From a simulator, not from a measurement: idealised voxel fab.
process module | voxel capacitor over wiring
cross-section cut | 225 nm wide | cells 5 nm
A cross-section is a grid of square cells, given in bands from the top down. A band is one or more rows of cells.
Each band's line starts with the height of the band's top and of its bottom, in nm. Then come its materials from left to right, each with its width in nm. One material with "throughout" fills the band from edge to edge. "air" is empty space.
Height 0 is the level under which the wafer as received is all one material. The lowest band goes on downwards, as in "0 down".
A width such as "30 to 40" changes by the same amount from each row of cells to the next, from the band's top row to its bottom row.
"no change" after a step means that no cell of the cross-section changed.
closed voids: empty space of 8 cells or more with no open way to the top, each as width x height at its distance from the left edge, in nm
after a step's settings: what the simulator itself notes on the step
overlay nm, on a step with a mask: how far to the right of its planned place the mask lay; to the left if negative
plan
1 op RECEIVE | material Si
2 op CONFORMAL_DEP | material SiO2 | thk nm 15
3 op DIRECTIONAL_DEP | material TiN | thk nm 5
4 op DIRECTIONAL_DEP | material W | thk nm 15
5 op DIRECTIONAL_DEP | material aC | thk nm 10
6 op PATTERN | tone cover | mask id METAL_1 | material resist | width nm 30 | pitch nm 95 | thk nm 30 | overlay nm 0
7 op DIRECTIONAL_ETCH | etch materials aC | depth nm 10
8 op STRIP | etch materials resist
9 op DIRECTIONAL_ETCH | etch materials W | depth nm 15
10 op DIRECTIONAL_ETCH | etch materials TiN | depth nm 5
11 op STRIP | etch materials aC
12 op CONFORMAL_DEP | material SiN | thk nm 5
13 op FILL_DEP | material lowk | thk nm 10
14 op CMP | height nm 35
15 op CONFORMAL_DEP | material SiCN | thk nm 5
16 op DIRECTIONAL_DEP | material SiO2 | thk nm 20
17 op PATTERN | tone open | mask id PLUG_1 | material resist | width nm 15 | thk nm 20 | overlay nm 0
18 op DIRECTIONAL_ETCH | etch materials SiO2 | depth nm 20
19 op DIRECTIONAL_ETCH | etch materials SiCN | depth nm 5
20 op STRIP | etch materials resist
21 op EPI | material Ru | thk nm 10
22 op EPI | material Ru | thk nm 10
23 op EPI | material Ru | thk nm 5
24 op DIRECTIONAL_DEP | material TiN | thk nm 5
25 op DIRECTIONAL_DEP | material Al2O3 | thk nm 5
26 op DIRECTIONAL_DEP | material TiN | thk nm 10
27 op PATTERN | tone cover | mask id UPPER_PLATE | material resist | width nm 70 | thk nm 20 | overlay nm 0
28 op DIRECTIONAL_ETCH | etch materials TiN | depth nm 10
29 op DIRECTIONAL_ETCH | etch materials Al2O3 | depth nm 5
30 op STRIP | etch materials resist
31 op PATTERN | tone cover | mask id LOWER_PLATE | material resist | width nm 80 | thk nm 15 | overlay nm 0
32 op DIRECTIONAL_ETCH | etch materials TiN | depth nm 5
33 op STRIP | etch materials resist
34 op FILL_DEP | material SiO2 | thk nm 20
35 op CMP | height nm 95
36 op MASKED_ETCH | tone open | mask id PLUG_2 | width nm 15 | etch materials SiO2 | depth nm 15 | overlay nm 0
37 op CONFORMAL_DEP | material TiN | thk nm 5
38 op FILL_DEP | material W | thk nm 10
39 op CMP | height nm 95
40 op CONFORMAL_DEP | material SiCN | thk nm 5
as received, after step 1
  0 down: Si throughout
  closed voids: none
a wafer at the end: this start, this plan, one mistake
  100 to 95: SiCN throughout
  95 to 85: SiO2 75 | TiN 5 | W 5 | TiN 5 | SiO2 135
  85 to 80: SiO2 75 | TiN 15 | SiO2 135
  80 to 70: SiO2 65 | TiN 15 | SiO2 40 | TiN 15 | SiO2 90
  70 to 65: SiO2 65 | Al2O3 15 | SiO2 40 | Al2O3 15 | SiO2 90
  65 to 60: SiO2 60 | TiN 20 | SiO2 40 | TiN 20 | SiO2 85
  60 to 55: SiO2 25 | Ru 40 | SiO2 55 | Ru 80 | SiO2 25
  55 to 45: SiO2 25 | Ru 40 | SiO2 15 | TiN 40 | Ru 80 | SiO2 25
  45 to 40: SiO2 25 | Ru 40 | SiO2 15 | Al2O3 40 | Ru 80 | SiO2 25
  40 to 35: SiO2 25 | Ru 40 | SiCN 15 | TiN 40 | Ru 80 | SiO2 25
  35 to 20: lowk 45 | SiN 5 | W 30 | SiN 5 | lowk 55 | SiN 5 | W 30 | SiN 5 | lowk 45
  20 to 15: SiN 50 | TiN 30 | SiN 65 | TiN 30 | SiN 50
  15 to 0: SiO2 throughout
  0 down: Si throughout
  closed voids: none
what went wrong: step 17 ran as: op PATTERN | tone cover | mask id PLUG_1 | material resist | width nm 15 | thk nm 20 | overlay nm 0
